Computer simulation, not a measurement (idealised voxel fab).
Presented below is a process module, voxel self aligned vias.
Square cells of 5 nm make up the cross-section cut, whose width is 300 nm.
Heads up, the way a cross-section reads in here is a grid of square cells, handed over as bands from the top down, with every band being one or more rows of cells.
First you get the band's top height and its bottom height, in nm, and then the materials it's made of, left to right, with each width in nm. If you see a single material with "full width", that one covers the band edge to edge. "blank" is empty space.
Height datum 0, below which the as-received substrate wafer is one material. Lowest band open at the bottom, running downward: "z 0 and below".
When a width is written as two numbers, as in "30 to 40", the first number is the width in the top row of cells of the band and the second is the width in its bottom row, and the width changes by the same amount from each row to the next.
"no alteration" -> step changed no cross-section cell.
"Closed cavities" means: voids of 8 cells or more that are shut off from the top with no open way through. Written width x height at distance, distance from the left edge, in nm.
What comes after the settings on a step's line is commentary from the simulator itself on that step.
The line of a step may include "overlay nm". On a step with a mask, this value is how far to the right of its planned place the mask lay. A negative value means the mask lay to the left.
# Steps planned for the process
step 1: RECEIVE: material Si
step 2: CONFORMAL_DEP: material SiO2, thk nm 10
step 3: CONFORMAL_DEP: material SiCN, thk nm 5
step 4: DIRECTIONAL_DEP: material SiO2, thk nm 30
step 5: DIRECTIONAL_DEP: material aC, thk nm 15
step 6: PATTERN: tone open, mask id LINES, material resist, width nm 20, pitch nm 55, thk nm 30, overlay nm 0
step 7: DIRECTIONAL_ETCH: etch materials aC, depth nm 15
step 8: STRIP: etch materials resist
step 9: DIRECTIONAL_ETCH: etch materials SiO2, depth nm 30
step 10: STRIP: etch materials aC
step 11: CONFORMAL_DEP: material TiN, thk nm 5
step 12: FILL_DEP: material Ru, thk nm 10
step 13: CMP: height nm 45
step 14: SELECTIVE_ETCH: etch materials W Ru TiN, depth nm 5
step 15: FILL_DEP: material SiN, thk nm 5
step 16: CMP: height nm 45
step 17: DIRECTIONAL_DEP: material SiO2, thk nm 15
step 18: MASKED_ETCH: tone open, mask id VIAS, width nm 30, pitch nm 55, etch materials SiO2, depth nm 15, overlay nm 0
step 19: MASKED_ETCH: tone open, mask id VIAS, width nm 30, pitch nm 55, etch materials SiN, depth nm 5, overlay nm 0
step 20: CONFORMAL_DEP: material TiN, thk nm 5
step 21: FILL_DEP: material Cu, thk nm 5
step 22: CMP: height nm 60
step 23: CONFORMAL_DEP: material SiCN, thk nm 5
# Delivered wafer in cross-section: state after step 1
* z 0 and below  Si full width
* Closed cavities: none
# Sectioned view, first of two wafers, at the close of the module, processed as intended in the plan
* z 65 to 60  SiCN full width
* z 60 to 50  80 of SiO2  5 of TiN  20 of Cu  5 of TiN  25 of SiO2  5 of TiN  20 of Cu  5 of TiN  25 of SiO2  5 of TiN  20 of Cu  5 of TiN  80 of SiO2
* z 50 to 45  80 of SiO2  10 of TiN  10 of Cu  10 of TiN  25 of SiO2  10 of TiN  10 of Cu  10 of TiN  25 of SiO2  10 of TiN  10 of Cu  10 of TiN  80 of SiO2
* z 45 to 40  85 of SiO2  20 of TiN  35 of SiO2  20 of TiN  35 of SiO2  20 of TiN  85 of SiO2
* z 40 to 20  85 of SiO2  5 of TiN  10 of Ru  5 of TiN  35 of SiO2  5 of TiN  10 of Ru  5 of TiN  35 of SiO2  5 of TiN  10 of Ru  5 of TiN  85 of SiO2
* z 20 to 15  85 of SiO2  20 of TiN  35 of SiO2  20 of TiN  35 of SiO2  20 of TiN  85 of SiO2
* z 15 to 10  SiCN full width
* z 10 to 0  SiO2 full width
* z 0 and below  Si full width
* Closed cavities: none
# Now the second wafer, cross-sectioned at the end of the module. Nothing different at the start, nothing different in the plan compared with the first, just one mistake when it was actually run
* z 65 to 60  SiCN full width
* z 60 to 50  80 of SiO2  5 of TiN  20 of Cu  5 of TiN  25 of SiO2  5 of TiN  20 of Cu  5 of TiN  25 of SiO2  5 of TiN  20 of Cu  5 of TiN  80 of SiO2
* z 50 to 45  80 of SiO2  15 of TiN  5 of Cu  10 of TiN  25 of SiO2  15 of TiN  5 of Cu  10 of TiN  25 of SiO2  15 of TiN  5 of Cu  10 of TiN  80 of SiO2
* z 45 to 40  90 of SiO2  15 of TiN  40 of SiO2  15 of TiN  40 of SiO2  15 of TiN  85 of SiO2
* z 40 to 20  90 of SiO2  5 of TiN  5 of Ru  5 of TiN  40 of SiO2  5 of TiN  5 of Ru  5 of TiN  40 of SiO2  5 of TiN  5 of Ru  5 of TiN  85 of SiO2
* z 20 to 15  90 of SiO2  15 of TiN  40 of SiO2  15 of TiN  40 of SiO2  15 of TiN  85 of SiO2
* z 15 to 10  SiCN full width
* z 10 to 0  SiO2 full width
* z 0 and below  Si full width
* Closed cavities: none
What broke from the plan during processing? off-plan run, step 6, actual operation and settings PATTERN: tone open, mask id LINES, material resist, width nm 15, pitch nm 55, thk nm 30, overlay nm 0
Final difference in cells, second wafer against first, listed per material as more or fewer: Cu -3 | Ru -12 | SiO2 +18 | TiN -3
